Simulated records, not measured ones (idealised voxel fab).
process module | voxel self aligned vias
cross-section cut | 200 nm wide | cells 5 nm
A cross-section is a grid of square cells, given in bands from the top down. A band is one or more rows of cells.
Each band's line starts with the height of the band's top and of its bottom, in nm. Then come its materials from left to right, each with its width in nm. One material with "throughout" fills the band from edge to edge. "air" is empty space.
Height 0 is the level under which the wafer as received is all one material. The lowest band goes on downwards, as in "0 down".
A width such as "30 to 40" changes by the same amount from each row of cells to the next, from the band's top row to its bottom row.
"no change" after a step means that no cell of the cross-section changed.
closed voids: empty space of 8 cells or more with no open way to the top, each as width x height at its distance from the left edge, in nm
after a step's settings: what the simulator itself notes on the step
overlay nm, on a step with a mask: how far to the right of its planned place the mask lay; to the left if negative
Each pair below shows a cross-section before one step and the cross-section after it, down to the lowest band that changed. The line under each pair gives the step between them, with its settings. The pairs can come from different runs of this module on the same starting wafer, so a pair continues from the pair above only where its "before" says so.
before
  0 down: Si throughout
  closed voids: none
after
  10 to 0: SiO2 throughout
  below 0: unchanged
  closed voids: none
the step between: op CONFORMAL_DEP | material SiO2 | thk nm 10
before: the cross-section after the pair above
after
  15 to 10: SiCN throughout
  below 10: unchanged
  closed voids: none
the step between: op CONFORMAL_DEP | material SiCN | thk nm 5
before: the cross-section after the pair above
after
  45 to 15: SiO2 throughout
  below 15: unchanged
  closed voids: none
the step between: op DIRECTIONAL_DEP | material SiO2 | thk nm 30
before: the cross-section after the pair above
after
  60 to 45: resist 50 | air 30 | resist 40 | air 30 | resist 50
  below 45: unchanged
  closed voids: none
the step between: op PATTERN | tone open | mask id LINES | material resist | width nm 30 | pitch nm 70 | thk nm 15 | overlay nm 0
before: the cross-section after the pair above
after
  60 to 45: resist 50 | air 30 | resist 40 | air 30 | resist 50
  45 to 15: SiO2 50 | air 30 | SiO2 40 | air 30 | SiO2 50
  below 15: unchanged
  closed voids: none
the step between: op DIRECTIONAL_ETCH | etch materials SiO2 | depth nm 30
before: the cross-section after the pair above
after
  45 to 15: SiO2 50 | air 30 | SiO2 40 | air 30 | SiO2 50
  below 15: unchanged
  closed voids: none
the step between: op STRIP | etch materials resist
before: the cross-section after the pair above
after
  50 to 45: TiN 55 | air 20 | TiN 50 | air 20 | TiN 55
  45 to 20: SiO2 50 | TiN 5 | air 20 | TiN 5 | SiO2 40 | TiN 5 | air 20 | TiN 5 | SiO2 50
  20 to 15: SiO2 50 | TiN 30 | SiO2 40 | TiN 30 | SiO2 50
  below 15: unchanged
  closed voids: none
the step between: op CONFORMAL_DEP | material TiN | thk nm 5
before: the cross-section after the pair above
after
  60 to 50: Ru throughout
  50 to 45: TiN 55 | Ru 20 | TiN 50 | Ru 20 | TiN 55
  45 to 20: SiO2 50 | TiN 5 | Ru 20 | TiN 5 | SiO2 40 | TiN 5 | Ru 20 | TiN 5 | SiO2 50
  below 20: unchanged
  closed voids: none
the step between: op FILL_DEP | material Ru | thk nm 10
before: the cross-section after the pair above
after
  45 to 20: SiO2 50 | TiN 5 | Ru 20 | TiN 5 | SiO2 40 | TiN 5 | Ru 20 | TiN 5 | SiO2 50
  below 20: unchanged
  closed voids: none
the step between: op CMP | height nm 45
before: the cross-section after the pair above
after
  45 to 40: SiO2 50 | air 30 | SiO2 40 | air 30 | SiO2 50
  below 40: unchanged
  closed voids: none
the step between: op SELECTIVE_ETCH | etch materials W Ru TiN | depth nm 5
before: the cross-section after the pair above
after
  50 to 45: SiN throughout
  45 to 40: SiO2 50 | SiN 30 | SiO2 40 | SiN 30 | SiO2 50
  below 40: unchanged
  closed voids: none
the step between: op FILL_DEP | material SiN | thk nm 5
before: the cross-section after the pair above
after
  45 to 40: SiO2 50 | SiN 30 | SiO2 40 | SiN 30 | SiO2 50
  below 40: unchanged
  closed voids: none
the step between: op CMP | height nm 45
before: the cross-section after the pair above
after
  65 to 45: SiO2 throughout
  below 45: unchanged
  closed voids: none
the step between: op DIRECTIONAL_DEP | material SiO2 | thk nm 20
before: the cross-section after the pair above
after
  80 to 65: resist 40 | air 50 | resist 20 | air 50 | resist 40
  below 65: unchanged
  closed voids: none
the step between: op PATTERN | tone open | mask id VIAS | material resist | width nm 50 | pitch nm 70 | thk nm 15 | overlay nm 0
before: the cross-section after the pair above
after
  80 to 65: resist 40 | air 50 | resist 20 | air 50 | resist 40
  65 to 45: SiO2 40 | air 50 | SiO2 20 | air 50 | SiO2 40
  below 45: unchanged
  closed voids: none
the step between: op DIRECTIONAL_ETCH | etch materials SiO2 | depth nm 20
before: the cross-section after the pair above
after
  80 to 65: resist 40 | air 50 | resist 20 | air 50 | resist 40
  65 to 45: SiO2 40 | air 50 | SiO2 20 | air 50 | SiO2 40
  45 to 40: SiO2 50 | air 30 | SiO2 40 | air 30 | SiO2 50
  below 40: unchanged
  closed voids: none
the step between: op DIRECTIONAL_ETCH | etch materials SiN | depth nm 5
before: the cross-section after the pair above
after
  65 to 45: SiO2 40 | air 50 | SiO2 20 | air 50 | SiO2 40
  below 45: unchanged
  closed voids: none
the step between: op STRIP | etch materials resist
before: the cross-section after the pair above
after
  70 to 65: TiN 45 | air 40 | TiN 30 | air 40 | TiN 45
  65 to 50: SiO2 40 | TiN 5 | air 40 | TiN 5 | SiO2 20 | TiN 5 | air 40 | TiN 5 | SiO2 40
  50 to 45: SiO2 40 | TiN 15 | air 20 | TiN 15 | SiO2 20 | TiN 15 | air 20 | TiN 15 | SiO2 40
  45 to 40: SiO2 50 | TiN 30 | SiO2 40 | TiN 30 | SiO2 50
  below 40: unchanged
  closed voids: none
the step between: op CONFORMAL_DEP | material TiN | thk nm 5
before: the cross-section after the pair above
after
  75 to 70: W throughout
  70 to 65: TiN 45 | W 40 | TiN 30 | W 40 | TiN 45
  65 to 50: SiO2 40 | TiN 5 | W 40 | TiN 5 | SiO2 20 | TiN 5 | W 40 | TiN 5 | SiO2 40
  50 to 45: SiO2 40 | TiN 15 | W 20 | TiN 15 | SiO2 20 | TiN 15 | W 20 | TiN 15 | SiO2 40
  below 45: unchanged
  closed voids: none
the step between: op FILL_DEP | material W | thk nm 5
before: the cross-section after the pair above
after
  65 to 50: SiO2 40 | TiN 5 | W 40 | TiN 5 | SiO2 20 | TiN 5 | W 40 | TiN 5 | SiO2 40
  below 50: unchanged
  closed voids: none
the step between: op CMP | height nm 65
before: the cross-section after the pair above
after
  70 to 65: SiCN throughout
  below 65: unchanged
  closed voids: none
the step between: op CONFORMAL_DEP | material SiCN | thk nm 5
before
  0 down: Si throughout
  closed voids: none
after
  5 to 0: SiCN throughout
  below 0: unchanged
  closed voids: none
the step between: op CONFORMAL_DEP | material SiCN | thk nm 5
before: the cross-section after the pair above
after
  35 to 5: SiO2 throughout
  below 5: unchanged
  closed voids: none
the step between: op DIRECTIONAL_DEP | material SiO2 | thk nm 30
before: the cross-section after the pair above
after
  50 to 35: resist 50 | air 30 | resist 40 | air 30 | resist 50
  below 35: unchanged
  closed voids: none
the step between: op PATTERN | tone open | mask id LINES | material resist | width nm 30 | pitch nm 70 | thk nm 15 | overlay nm 0
before: the cross-section after the pair above
after
  50 to 35: resist 50 | air 30 | resist 40 | air 30 | resist 50
  35 to 5: SiO2 50 | air 30 | SiO2 40 | air 30 | SiO2 50
  below 5: unchanged
  closed voids: none
the step between: op DIRECTIONAL_ETCH | etch materials SiO2 | depth nm 30
before: the cross-section after the pair above
after
  35 to 5: SiO2 50 | air 30 | SiO2 40 | air 30 | SiO2 50
  below 5: unchanged
  closed voids: none
the step between: op STRIP | etch materials resist
before: the cross-section after the pair above
after
  40 to 35: TiN 55 | air 20 | TiN 50 | air 20 | TiN 55
  35 to 10: SiO2 50 | TiN 5 | air 20 | TiN 5 | SiO2 40 | TiN 5 | air 20 | TiN 5 | SiO2 50
  10 to 5: SiO2 50 | TiN 30 | SiO2 40 | TiN 30 | SiO2 50
  below 5: unchanged
  closed voids: none
the step between: op CONFORMAL_DEP | material TiN | thk nm 5
before: the cross-section after the pair above
after
  50 to 40: Ru throughout
  40 to 35: TiN 55 | Ru 20 | TiN 50 | Ru 20 | TiN 55
  35 to 10: SiO2 50 | TiN 5 | Ru 20 | TiN 5 | SiO2 40 | TiN 5 | Ru 20 | TiN 5 | SiO2 50
  below 10: unchanged
  closed voids: none
the step between: op FILL_DEP | material Ru | thk nm 10
before: the cross-section after the pair above
after
  45 to 40: Ru throughout
  below 40: unchanged
  closed voids: none
the step between: op CMP | height nm 45
before: the cross-section after the pair above
after
  40 to 35: TiN 55 | Ru 20 | TiN 50 | Ru 20 | TiN 55
  below 35: unchanged
  closed voids: none
the step between: op SELECTIVE_ETCH | etch materials W Ru TiN | depth nm 5
before: the cross-section after the pair above
after
  45 to 40: SiN throughout
  below 40: unchanged
  closed voids: none
the step between: op FILL_DEP | material SiN | thk nm 5
before: the cross-section after the pair above
after
  65 to 45: SiO2 throughout
  below 45: unchanged
  closed voids: none
the step between: op DIRECTIONAL_DEP | material SiO2 | thk nm 20
before: the cross-section after the pair above
after
  80 to 65: resist 40 | air 50 | resist 20 | air 50 | resist 40
  below 65: unchanged
  closed voids: none
the step between: op PATTERN | tone open | mask id VIAS | material resist | width nm 50 | pitch nm 70 | thk nm 15 | overlay nm 0
before: the cross-section after the pair above
after
  80 to 65: resist 40 | air 50 | resist 20 | air 50 | resist 40
  65 to 45: SiO2 40 | air 50 | SiO2 20 | air 50 | SiO2 40
  below 45: unchanged
  closed voids: none
the step between: op DIRECTIONAL_ETCH | etch materials SiO2 | depth nm 20
before: the cross-section after the pair above
after
  80 to 65: resist 40 | air 50 | resist 20 | air 50 | resist 40
  65 to 45: SiO2 40 | air 50 | SiO2 20 | air 50 | SiO2 40
  45 to 40: SiN 40 | air 50 | SiN 20 | air 50 | SiN 40
  below 40: unchanged
  closed voids: none
the step between: op DIRECTIONAL_ETCH | etch materials SiN | depth nm 5
before: the cross-section after the pair above
after
  65 to 45: SiO2 40 | air 50 | SiO2 20 | air 50 | SiO2 40
  below 45: unchanged
  closed voids: none
the step between: op STRIP | etch materials resist
before: the cross-section after the pair above
after
  70 to 65: TiN 45 | air 40 | TiN 30 | air 40 | TiN 45
  65 to 45: SiO2 40 | TiN 5 | air 40 | TiN 5 | SiO2 20 | TiN 5 | air 40 | TiN 5 | SiO2 40
  45 to 40: SiN 40 | TiN 50 | SiN 20 | TiN 50 | SiN 40
  below 40: unchanged
  closed voids: none
the step between: op CONFORMAL_DEP | material TiN | thk nm 5
before: the cross-section after the pair above
after
  75 to 70: W throughout
  70 to 65: TiN 45 | W 40 | TiN 30 | W 40 | TiN 45
  65 to 45: SiO2 40 | TiN 5 | W 40 | TiN 5 | SiO2 20 | TiN 5 | W 40 | TiN 5 | SiO2 40
  below 45: unchanged
  closed voids: none
the step between: op FILL_DEP | material W | thk nm 5
before: the cross-section after the pair above
after
  65 to 45: SiO2 40 | TiN 5 | W 40 | TiN 5 | SiO2 20 | TiN 5 | W 40 | TiN 5 | SiO2 40
  below 45: unchanged
  closed voids: none
the step between: op CMP | height nm 65
before: the cross-section after the pair above
after
  70 to 65: SiCN throughout
  below 65: unchanged
  closed voids: none
the step between: op CONFORMAL_DEP | material SiCN | thk nm 5
before
  80 to 65: resist 40 | air 50 | resist 20 | air 50 | resist 40
  65 to 45: SiO2 40 | air 50 | SiO2 20 | air 50 | SiO2 40
  45 to 40: SiO2 50 | SiN 30 | SiO2 40 | SiN 30 | SiO2 50
  40 to 20: SiO2 50 | TiN 5 | Ru 20 | TiN 5 | SiO2 40 | TiN 5 | Ru 20 | TiN 5 | SiO2 50
  20 to 15: SiO2 50 | TiN 30 | SiO2 40 | TiN 30 | SiO2 50
  15 to 10: SiCN throughout
  10 to 0: SiO2 throughout
  0 down: Si throughout
  closed voids: none
after
  80 to 65: resist 40 | air 50 | resist 20 | air 50 | resist 40
  65 to 45: SiO2 40 | air 50 | SiO2 20 | air 50 | SiO2 40
  45 to 40: SiO2 40 | air 10 | SiN 30 | air 10 | SiO2 20 | air 10 | SiN 30 | air 10 | SiO2 40
  40 to 25: SiO2 40 | air 10 | TiN 5 | Ru 20 | TiN 5 | air 10 | SiO2 20 | air 10 | TiN 5 | Ru 20 | TiN 5 | air 10 | SiO2 40
  below 25: unchanged
  closed voids: none
the step between: op DIRECTIONAL_ETCH | etch materials SiO2 | depth nm 20
before: the cross-section after the pair above
after
  80 to 65: resist 40 | air 50 | resist 20 | air 50 | resist 40
  65 to 40: SiO2 40 | air 50 | SiO2 20 | air 50 | SiO2 40
  below 40: unchanged
  closed voids: none
the step between: op DIRECTIONAL_ETCH | etch materials SiN | depth nm 5
before: the cross-section after the pair above
after
  65 to 40: SiO2 40 | air 50 | SiO2 20 | air 50 | SiO2 40
  below 40: unchanged
  closed voids: none
the step between: op STRIP | etch materials resist
before: the cross-section after the pair above
after
  70 to 65: TiN 45 | air 40 | TiN 30 | air 40 | TiN 45
  65 to 45: SiO2 40 | TiN 5 | air 40 | TiN 5 | SiO2 20 | TiN 5 | air 40 | TiN 5 | SiO2 40
  45 to 40: SiO2 40 | TiN 50 | SiO2 20 | TiN 50 | SiO2 40
  40 to 25: SiO2 40 | TiN 15 | Ru 20 | TiN 15 | SiO2 20 | TiN 15 | Ru 20 | TiN 15 | SiO2 40
  below 25: unchanged
  closed voids: none
the step between: op CONFORMAL_DEP | material TiN | thk nm 5
before: the cross-section after the pair above
after
  75 to 70: W throughout
  70 to 65: TiN 45 | W 40 | TiN 30 | W 40 | TiN 45
  65 to 45: SiO2 40 | TiN 5 | W 40 | TiN 5 | SiO2 20 | TiN 5 | W 40 | TiN 5 | SiO2 40
  below 45: unchanged
  closed voids: none
the step between: op FILL_DEP | material W | thk nm 5
before: the cross-section after the pair above
after
  65 to 45: SiO2 40 | TiN 5 | W 40 | TiN 5 | SiO2 20 | TiN 5 | W 40 | TiN 5 | SiO2 40
  below 45: unchanged
  closed voids: none
the step between: op CMP | height nm 65
before: the cross-section after the pair above
after
  70 to 65: SiCN throughout
  below 65: unchanged
  closed voids: none
the step between: op CONFORMAL_DEP | material SiCN | thk nm 5
before
  5 to 0: SiCN throughout
  0 down: Si throughout
  closed voids: none
after
  15 to 5: SiO2 throughout
  below 5: unchanged
  closed voids: none
the step between: op CONFORMAL_DEP | material SiO2 | thk nm 10
before: the cross-section after the pair above
after
  45 to 5: SiO2 throughout
  below 5: unchanged
  closed voids: none
the step between: op DIRECTIONAL_DEP | material SiO2 | thk nm 30
before: the cross-section after the pair above
after
  60 to 45: resist 50 | air 30 | resist 40 | air 30 | resist 50
  below 45: unchanged
  closed voids: none
the step between: op PATTERN | tone open | mask id LINES | material resist | width nm 30 | pitch nm 70 | thk nm 15 | overlay nm 0
before: the cross-section after the pair above
after
  60 to 45: resist 50 | air 30 | resist 40 | air 30 | resist 50
  45 to 15: SiO2 50 | air 30 | SiO2 40 | air 30 | SiO2 50
  below 15: unchanged
  closed voids: none
the step between: op DIRECTIONAL_ETCH | etch materials SiO2 | depth nm 30
before: the cross-section after the pair above
after
  45 to 15: SiO2 50 | air 30 | SiO2 40 | air 30 | SiO2 50
  below 15: unchanged
  closed voids: none
the step between: op STRIP | etch materials resist
before: the cross-section after the pair above
after
  50 to 45: TiN 55 | air 20 | TiN 50 | air 20 | TiN 55
  45 to 20: SiO2 50 | TiN 5 | air 20 | TiN 5 | SiO2 40 | TiN 5 | air 20 | TiN 5 | SiO2 50
  20 to 15: SiO2 50 | TiN 30 | SiO2 40 | TiN 30 | SiO2 50
  below 15: unchanged
  closed voids: none
the step between: op CONFORMAL_DEP | material TiN | thk nm 5
before: the cross-section after the pair above
after
  60 to 50: Ru throughout
  50 to 45: TiN 55 | Ru 20 | TiN 50 | Ru 20 | TiN 55
  45 to 20: SiO2 50 | TiN 5 | Ru 20 | TiN 5 | SiO2 40 | TiN 5 | Ru 20 | TiN 5 | SiO2 50
  below 20: unchanged
  closed voids: none
the step between: op FILL_DEP | material Ru | thk nm 10
before: the cross-section after the pair above
after
  45 to 20: SiO2 50 | TiN 5 | Ru 20 | TiN 5 | SiO2 40 | TiN 5 | Ru 20 | TiN 5 | SiO2 50
  below 20: unchanged
  closed voids: none
the step between: op CMP | height nm 45
before: the cross-section after the pair above
after
  45 to 40: SiO2 50 | air 30 | SiO2 40 | air 30 | SiO2 50
  below 40: unchanged
  closed voids: none
the step between: op SELECTIVE_ETCH | etch materials W Ru TiN | depth nm 5
before: the cross-section after the pair above
after
  50 to 45: SiN throughout
  45 to 40: SiO2 50 | SiN 30 | SiO2 40 | SiN 30 | SiO2 50
  below 40: unchanged
  closed voids: none
the step between: op FILL_DEP | material SiN | thk nm 5
before: the cross-section after the pair above
after
  45 to 40: SiO2 50 | SiN 30 | SiO2 40 | SiN 30 | SiO2 50
  below 40: unchanged
  closed voids: none
the step between: op CMP | height nm 45
before: the cross-section after the pair above
after
  65 to 45: SiO2 throughout
  below 45: unchanged
  closed voids: none
the step between: op DIRECTIONAL_DEP | material SiO2 | thk nm 20
before: the cross-section after the pair above
after
  80 to 65: resist 40 | air 50 | resist 20 | air 50 | resist 40
  below 65: unchanged
  closed voids: none
the step between: op PATTERN | tone open | mask id VIAS | material resist | width nm 50 | pitch nm 70 | thk nm 15 | overlay nm 0
before: the cross-section after the pair above
after
  80 to 65: resist 40 | air 50 | resist 20 | air 50 | resist 40
  65 to 45: SiO2 40 | air 50 | SiO2 20 | air 50 | SiO2 40
  below 45: unchanged
  closed voids: none
the step between: op DIRECTIONAL_ETCH | etch materials SiO2 | depth nm 20
before: the cross-section after the pair above
after
  80 to 65: resist 40 | air 50 | resist 20 | air 50 | resist 40
  65 to 45: SiO2 40 | air 50 | SiO2 20 | air 50 | SiO2 40
  45 to 40: SiO2 50 | air 30 | SiO2 40 | air 30 | SiO2 50
  below 40: unchanged
  closed voids: none
the step between: op DIRECTIONAL_ETCH | etch materials SiN | depth nm 5
before: the cross-section after the pair above
after
  65 to 45: SiO2 40 | air 50 | SiO2 20 | air 50 | SiO2 40
  below 45: unchanged
  closed voids: none
the step between: op STRIP | etch materials resist
before: the cross-section after the pair above
after
  70 to 65: TiN 45 | air 40 | TiN 30 | air 40 | TiN 45
  65 to 50: SiO2 40 | TiN 5 | air 40 | TiN 5 | SiO2 20 | TiN 5 | air 40 | TiN 5 | SiO2 40
  50 to 45: SiO2 40 | TiN 15 | air 20 | TiN 15 | SiO2 20 | TiN 15 | air 20 | TiN 15 | SiO2 40
  45 to 40: SiO2 50 | TiN 30 | SiO2 40 | TiN 30 | SiO2 50
  below 40: unchanged
  closed voids: none
the step between: op CONFORMAL_DEP | material TiN | thk nm 5
before: the cross-section after the pair above
after
  75 to 70: W throughout
  70 to 65: TiN 45 | W 40 | TiN 30 | W 40 | TiN 45
  65 to 50: SiO2 40 | TiN 5 | W 40 | TiN 5 | SiO2 20 | TiN 5 | W 40 | TiN 5 | SiO2 40
  50 to 45: SiO2 40 | TiN 15 | W 20 | TiN 15 | SiO2 20 | TiN 15 | W 20 | TiN 15 | SiO2 40
  below 45: unchanged
  closed voids: none
the step between: op FILL_DEP | material W | thk nm 5
before: the cross-section after the pair above
after
  65 to 50: SiO2 40 | TiN 5 | W 40 | TiN 5 | SiO2 20 | TiN 5 | W 40 | TiN 5 | SiO2 40
  below 50: unchanged
  closed voids: none
the step between: op CMP | height nm 65
before: the cross-section after the pair above
after
  70 to 65: SiCN throughout
  below 65: unchanged
  closed voids: none
the step between: op CONFORMAL_DEP | material SiCN | thk nm 5
before
  15 to 10: SiCN throughout
  10 to 0: SiO2 throughout
  0 down: Si throughout
  closed voids: none
after
  35 to 15: SiO2 throughout
  below 15: unchanged
  closed voids: none
the step between: op DIRECTIONAL_DEP | material SiO2 | thk nm 20
before: the cross-section after the pair above
after
  50 to 35: resist 50 | air 30 | resist 40 | air 30 | resist 50
  below 35: unchanged
  closed voids: none
the step between: op PATTERN | tone open | mask id LINES | material resist | width nm 30 | pitch nm 70 | thk nm 15 | overlay nm 0
before: the cross-section after the pair above
after
  50 to 35: resist 50 | air 30 | resist 40 | air 30 | resist 50
  35 to 15: SiO2 50 | air 30 | SiO2 40 | air 30 | SiO2 50
  below 15: unchanged
  closed voids: none
the step between: op DIRECTIONAL_ETCH | etch materials SiO2 | depth nm 30
before: the cross-section after the pair above
after
  35 to 15: SiO2 50 | air 30 | SiO2 40 | air 30 | SiO2 50
  below 15: unchanged
  closed voids: none
the step between: op STRIP | etch materials resist
before: the cross-section after the pair above
after
  40 to 35: TiN 55 | air 20 | TiN 50 | air 20 | TiN 55
  35 to 20: SiO2 50 | TiN 5 | air 20 | TiN 5 | SiO2 40 | TiN 5 | air 20 | TiN 5 | SiO2 50
  20 to 15: SiO2 50 | TiN 30 | SiO2 40 | TiN 30 | SiO2 50
  below 15: unchanged
  closed voids: none
the step between: op CONFORMAL_DEP | material TiN | thk nm 5
before: the cross-section after the pair above
after
  50 to 40: Ru throughout
  40 to 35: TiN 55 | Ru 20 | TiN 50 | Ru 20 | TiN 55
  35 to 20: SiO2 50 | TiN 5 | Ru 20 | TiN 5 | SiO2 40 | TiN 5 | Ru 20 | TiN 5 | SiO2 50
  below 20: unchanged
  closed voids: none
the step between: op FILL_DEP | material Ru | thk nm 10
before: the cross-section after the pair above
after
  45 to 40: Ru throughout
  below 40: unchanged
  closed voids: none
the step between: op CMP | height nm 45
before: the cross-section after the pair above
after
  40 to 35: TiN 55 | Ru 20 | TiN 50 | Ru 20 | TiN 55
  below 35: unchanged
  closed voids: none
the step between: op SELECTIVE_ETCH | etch materials W Ru TiN | depth nm 5
before: the cross-section after the pair above
after
  45 to 40: SiN throughout
  below 40: unchanged
  closed voids: none
the step between: op FILL_DEP | material SiN | thk nm 5
before: the cross-section after the pair above
after
  65 to 45: SiO2 throughout
  below 45: unchanged
  closed voids: none
the step between: op DIRECTIONAL_DEP | material SiO2 | thk nm 20
before: the cross-section after the pair above
after
  80 to 65: resist 40 | air 50 | resist 20 | air 50 | resist 40
  below 65: unchanged
  closed voids: none
the step between: op PATTERN | tone open | mask id VIAS | material resist | width nm 50 | pitch nm 70 | thk nm 15 | overlay nm 0
before: the cross-section after the pair above
after
  80 to 65: resist 40 | air 50 | resist 20 | air 50 | resist 40
  65 to 45: SiO2 40 | air 50 | SiO2 20 | air 50 | SiO2 40
  below 45: unchanged
  closed voids: none
the step between: op DIRECTIONAL_ETCH | etch materials SiO2 | depth nm 20
before: the cross-section after the pair above
after
  80 to 65: resist 40 | air 50 | resist 20 | air 50 | resist 40
  65 to 45: SiO2 40 | air 50 | SiO2 20 | air 50 | SiO2 40
  45 to 40: SiN 40 | air 50 | SiN 20 | air 50 | SiN 40
  below 40: unchanged
  closed voids: none
the step between: op DIRECTIONAL_ETCH | etch materials SiN | depth nm 5
before: the cross-section after the pair above
after
  65 to 45: SiO2 40 | air 50 | SiO2 20 | air 50 | SiO2 40
  below 45: unchanged
  closed voids: none
the step between: op STRIP | etch materials resist
before: the cross-section after the pair above
after
  70 to 65: TiN 45 | air 40 | TiN 30 | air 40 | TiN 45
  65 to 45: SiO2 40 | TiN 5 | air 40 | TiN 5 | SiO2 20 | TiN 5 | air 40 | TiN 5 | SiO2 40
  45 to 40: SiN 40 | TiN 50 | SiN 20 | TiN 50 | SiN 40
  below 40: unchanged
  closed voids: none
the step between: op CONFORMAL_DEP | material TiN | thk nm 5
before: the cross-section after the pair above
after
  75 to 70: W throughout
  70 to 65: TiN 45 | W 40 | TiN 30 | W 40 | TiN 45
  65 to 45: SiO2 40 | TiN 5 | W 40 | TiN 5 | SiO2 20 | TiN 5 | W 40 | TiN 5 | SiO2 40
  below 45: unchanged
  closed voids: none
the step between: op FILL_DEP | material W | thk nm 5
before: the cross-section after the pair above
after
  65 to 45: SiO2 40 | TiN 5 | W 40 | TiN 5 | SiO2 20 | TiN 5 | W 40 | TiN 5 | SiO2 40
  below 45: unchanged
  closed voids: none
the step between: op CMP | height nm 65
before: the cross-section after the pair above
after
  70 to 65: SiCN throughout
  below 65: unchanged
  closed voids: none
the step between: op CONFORMAL_DEP | material SiCN | thk nm 5
before
  45 to 15: SiO2 throughout
  15 to 10: SiCN throughout
  10 to 0: SiO2 throughout
  0 down: Si throughout
  closed voids: none
after
  60 to 45: resist 45 | air 40 | resist 30 | air 40 | resist 45
  below 45: unchanged
  closed voids: none
the step between: op PATTERN | tone open | mask id LINES | material resist | width nm 40 | pitch nm 70 | thk nm 15 | overlay nm 0
before: the cross-section after the pair above
after
  60 to 45: resist 45 | air 40 | resist 30 | air 40 | resist 45
  45 to 15: SiO2 45 | air 40 | SiO2 30 | air 40 | SiO2 45
  below 15: unchanged
  closed voids: none
the step between: op DIRECTIONAL_ETCH | etch materials SiO2 | depth nm 30
before: the cross-section after the pair above
after
  45 to 15: SiO2 45 | air 40 | SiO2 30 | air 40 | SiO2 45
  below 15: unchanged
  closed voids: none
the step between: op STRIP | etch materials resist
before: the cross-section after the pair above
after
  50 to 45: TiN 50 | air 30 | TiN 40 | air 30 | TiN 50
  45 to 20: SiO2 45 | TiN 5 | air 30 | TiN 5 | SiO2 30 | TiN 5 | air 30 | TiN 5 | SiO2 45
  20 to 15: SiO2 45 | TiN 40 | SiO2 30 | TiN 40 | SiO2 45
  below 15: unchanged
  closed voids: none
the step between: op CONFORMAL_DEP | material TiN | thk nm 5
before: the cross-section after the pair above
after
  60 to 50: Ru throughout
  50 to 45: TiN 50 | Ru 30 | TiN 40 | Ru 30 | TiN 50
  45 to 20: SiO2 45 | TiN 5 | Ru 30 | TiN 5 | SiO2 30 | TiN 5 | Ru 30 | TiN 5 | SiO2 45
  below 20: unchanged
  closed voids: none
the step between: op FILL_DEP | material Ru | thk nm 10
before: the cross-section after the pair above
after
  45 to 20: SiO2 45 | TiN 5 | Ru 30 | TiN 5 | SiO2 30 | TiN 5 | Ru 30 | TiN 5 | SiO2 45
  below 20: unchanged
  closed voids: none
the step between: op CMP | height nm 45
before: the cross-section after the pair above
after
  45 to 40: SiO2 45 | air 40 | SiO2 30 | air 40 | SiO2 45
  below 40: unchanged
  closed voids: none
the step between: op SELECTIVE_ETCH | etch materials W Ru TiN | depth nm 5
before: the cross-section after the pair above
after
  50 to 45: SiN throughout
  45 to 40: SiO2 45 | SiN 40 | SiO2 30 | SiN 40 | SiO2 45
  below 40: unchanged
  closed voids: none
the step between: op FILL_DEP | material SiN | thk nm 5
before: the cross-section after the pair above
after
  45 to 40: SiO2 45 | SiN 40 | SiO2 30 | SiN 40 | SiO2 45
  below 40: unchanged
  closed voids: none
the step between: op CMP | height nm 45
before: the cross-section after the pair above
after
  65 to 45: SiO2 throughout
  below 45: unchanged
  closed voids: none
the step between: op DIRECTIONAL_DEP | material SiO2 | thk nm 20
before: the cross-section after the pair above
after
  80 to 65: resist 40 | air 50 | resist 20 | air 50 | resist 40
  below 65: unchanged
  closed voids: none
the step between: op PATTERN | tone open | mask id VIAS | material resist | width nm 50 | pitch nm 70 | thk nm 15 | overlay nm 0
before: the cross-section after the pair above
after
  80 to 65: resist 40 | air 50 | resist 20 | air 50 | resist 40
  65 to 45: SiO2 40 | air 50 | SiO2 20 | air 50 | SiO2 40
  below 45: unchanged
  closed voids: none
the step between: op DIRECTIONAL_ETCH | etch materials SiO2 | depth nm 20
before: the cross-section after the pair above
after
  80 to 65: resist 40 | air 50 | resist 20 | air 50 | resist 40
  65 to 45: SiO2 40 | air 50 | SiO2 20 | air 50 | SiO2 40
  45 to 40: SiO2 45 | air 40 | SiO2 30 | air 40 | SiO2 45
  below 40: unchanged
  closed voids: none
the step between: op DIRECTIONAL_ETCH | etch materials SiN | depth nm 5
before: the cross-section after the pair above
after
  65 to 45: SiO2 40 | air 50 | SiO2 20 | air 50 | SiO2 40
  below 45: unchanged
  closed voids: none
the step between: op STRIP | etch materials resist
before: the cross-section after the pair above
after
  70 to 65: TiN 45 | air 40 | TiN 30 | air 40 | TiN 45
  65 to 50: SiO2 40 | TiN 5 | air 40 | TiN 5 | SiO2 20 | TiN 5 | air 40 | TiN 5 | SiO2 40
  50 to 45: SiO2 40 | TiN 10 | air 30 | TiN 10 | SiO2 20 | TiN 10 | air 30 | TiN 10 | SiO2 40
  45 to 40: SiO2 45 | TiN 40 | SiO2 30 | TiN 40 | SiO2 45
  below 40: unchanged
  closed voids: none
the step between: op CONFORMAL_DEP | material TiN | thk nm 5
before: the cross-section after the pair above
after
  75 to 70: W throughout
  70 to 65: TiN 45 | W 40 | TiN 30 | W 40 | TiN 45
  65 to 50: SiO2 40 | TiN 5 | W 40 | TiN 5 | SiO2 20 | TiN 5 | W 40 | TiN 5 | SiO2 40
  50 to 45: SiO2 40 | TiN 10 | W 30 | TiN 10 | SiO2 20 | TiN 10 | W 30 | TiN 10 | SiO2 40
  below 45: unchanged
  closed voids: none
the step between: op FILL_DEP | material W | thk nm 5
before: the cross-section after the pair above
after
  65 to 50: SiO2 40 | TiN 5 | W 40 | TiN 5 | SiO2 20 | TiN 5 | W 40 | TiN 5 | SiO2 40
  below 50: unchanged
  closed voids: none
the step between: op CMP | height nm 65
before: the cross-section after the pair above
after
  70 to 65: SiCN throughout
  below 65: unchanged
  closed voids: none
the step between: op CONFORMAL_DEP | material SiCN | thk nm 5
before
  65 to 45: SiO2 throughout
  45 to 40: SiO2 50 | SiN 30 | SiO2 40 | SiN 30 | SiO2 50
  40 to 20: SiO2 50 | TiN 5 | Ru 20 | TiN 5 | SiO2 40 | TiN 5 | Ru 20 | TiN 5 | SiO2 50
  20 to 15: SiO2 50 | TiN 30 | SiO2 40 | TiN 30 | SiO2 50
  15 to 10: SiCN throughout
  10 to 0: SiO2 throughout
  0 down: Si throughout
  closed voids: none
after
  80 to 65: resist 45 | air 50 | resist 20 | air 50 | resist 35
  below 65: unchanged
  closed voids: none
the step between: op PATTERN | tone open | mask id VIAS | material resist | width nm 50 | pitch nm 70 | thk nm 15 | overlay nm 5
before: the cross-section after the pair above
after
  80 to 65: resist 45 | air 50 | resist 20 | air 50 | resist 35
  65 to 45: SiO2 45 | air 50 | SiO2 20 | air 50 | SiO2 35
  below 45: unchanged
  closed voids: none
the step between: op DIRECTIONAL_ETCH | etch materials SiO2 | depth nm 20
